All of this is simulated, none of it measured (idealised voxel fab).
Title: Process Module voxel gate over fins
Displayed cross-section: cut, width of 280 nm, square cells sized 5 nm.
Notation: cross-section as square-cell grid; stated in bands, top first, going down; one or more cell rows per band.
It is stipulated that each band's entry specify, in nanometres, the height of the top of the band and then that of its bottom, followed by the materials of the band in left-to-right sequence, each together with its width in nanometres. A single material marked by the word "all across" is understood to fill the band from edge to edge; the word "air" is understood to denote empty space.
Heights are reckoned from 0. Under this level, the received wafer is all of one material. The bottommost band is open-ended downward, for example "0 down".
You'd read "30->40" like this: the band's top row of cells is as wide as the first number, its bottom row is as wide as the second, and going down, every row changes width by the same amount as the row before did.
"no change" means the step left every cell of the cross-section as it was.
So "Enclosed internal cavities" is basically the list of trapped voids: any empty space of 8 cells or more that can't reach the top through an opening. They're written width x height at distance, the distance being from the left edge, and it's all nm.
Past the settings on a step's line: simulator remark, on that step.
"overlay nm", when on a step's line for a step with a mask, measures how far to the right of its planned place the mask lay; a negative measure means to the left.

-- Below is the list of planned process steps
- 1: RECEIVE: material Si
- 2: CONFORMAL_DEP: material SiN, thk nm 5
- 3: PATTERN: tone cover, mask id FINS, material resist, width nm 15, pitch nm 35, thk nm 15, overlay nm 0
- 4: DIRECTIONAL_ETCH: etch materials SiN, depth nm 5
- 5: DIRECTIONAL_ETCH: etch materials Si, depth nm 40
- 6: STRIP: etch materials resist
- 7: OXIDIZE: depth nm 5
- 8: FILL_DEP: material SiO2, thk nm 15
- 9: CMP: height nm 5
- 10: SELECTIVE_ETCH: etch materials SiO2, depth nm 15
- 11: STRIP: etch materials SiN
- 12: CONFORMAL_DEP: material HfO2, thk nm 5
- 13: CONFORMAL_DEP: material TiN, thk nm 5
- 14: CONFORMAL_DEP: material TiAl, thk nm 5
- 15: CONFORMAL_DEP: material TiN, thk nm 5
- 16: FILL_DEP: material W, thk nm 10
- 17: CMP: height nm 25
- 18: CONFORMAL_DEP: material SiN, thk nm 10

-- The cross-section here shows the wafer as received, i.e. in its state after step 1
	0 down: Si all across
	Enclosed internal cavities: none

-- Cross-section: first of two wafers, module finished, run according to plan
	35 to 25: SiN all across
	25 to 20: W all across
	20 to 15: 80 W / 115 TiN / 85 W
	15 to 10: 80 W / 5 TiN / 105 TiAl / 5 TiN / 85 W
	10 to 5: 85 TiN / 5 TiAl / 25 TiN / 10 TiAl / 25 TiN / 10 TiAl / 25 TiN / 5 TiAl / 90 TiN
	5 to 0: 90 TiAl / 5 TiN / 15 HfO2 / 5 TiN / 10 TiAl / 5 TiN / 15 HfO2 / 5 TiN / 10 TiAl / 5 TiN / 15 HfO2 / 5 TiN / 95 TiAl
	0 to -5: 95 TiN / 5 HfO2 / 5 Si / 5 HfO2 / 20 TiN / 5 HfO2 / 5 Si / 5 HfO2 / 20 TiN / 5 HfO2 / 5 Si / 5 HfO2 / 100 TiN
	-5 to -10: 100 HfO2 / 5 Si / 30 HfO2 / 5 Si / 30 HfO2 / 5 Si / 105 HfO2
	-10 to -45: 100 SiO2 / 5 Si / 30 SiO2 / 5 Si / 30 SiO2 / 5 Si / 105 SiO2
	-45 down: Si all across
	Enclosed internal cavities: none

-- second wafer at the end: like start, like plan, one mistake
	35 to 25: SiN all across
	25 to 20: W all across
	20 to 15: 75 W / 115 TiN / 90 W
	15 to 10: 75 W / 5 TiN / 105 TiAl / 5 TiN / 90 W
	10 to 5: 80 TiN / 5 TiAl / 25 TiN / 10 TiAl / 25 TiN / 10 TiAl / 25 TiN / 5 TiAl / 95 TiN
	5 to 0: 85 TiAl / 5 TiN / 15 HfO2 / 5 TiN / 10 TiAl / 5 TiN / 15 HfO2 / 5 TiN / 10 TiAl / 5 TiN / 15 HfO2 / 5 TiN / 100 TiAl
	0 to -5: 90 TiN / 5 HfO2 / 5 Si / 5 HfO2 / 20 TiN / 5 HfO2 / 5 Si / 5 HfO2 / 20 TiN / 5 HfO2 / 5 Si / 5 HfO2 / 105 TiN
	-5 to -10: 95 HfO2 / 5 Si / 30 HfO2 / 5 Si / 30 HfO2 / 5 Si / 110 HfO2
	-10 to -45: 95 SiO2 / 5 Si / 30 SiO2 / 5 Si / 30 SiO2 / 5 Si / 110 SiO2
	-45 down: Si all across
	Enclosed internal cavities: none
What went wrong in running the wafer? so step 3 ended up running with a different setting than we planned, it ran as PATTERN: tone cover, mask id FINS, material resist, width nm 15, pitch nm 35, thk nm 15, overlay nm -5
Final state: per-material cell counts identical on both wafers; locations differ.
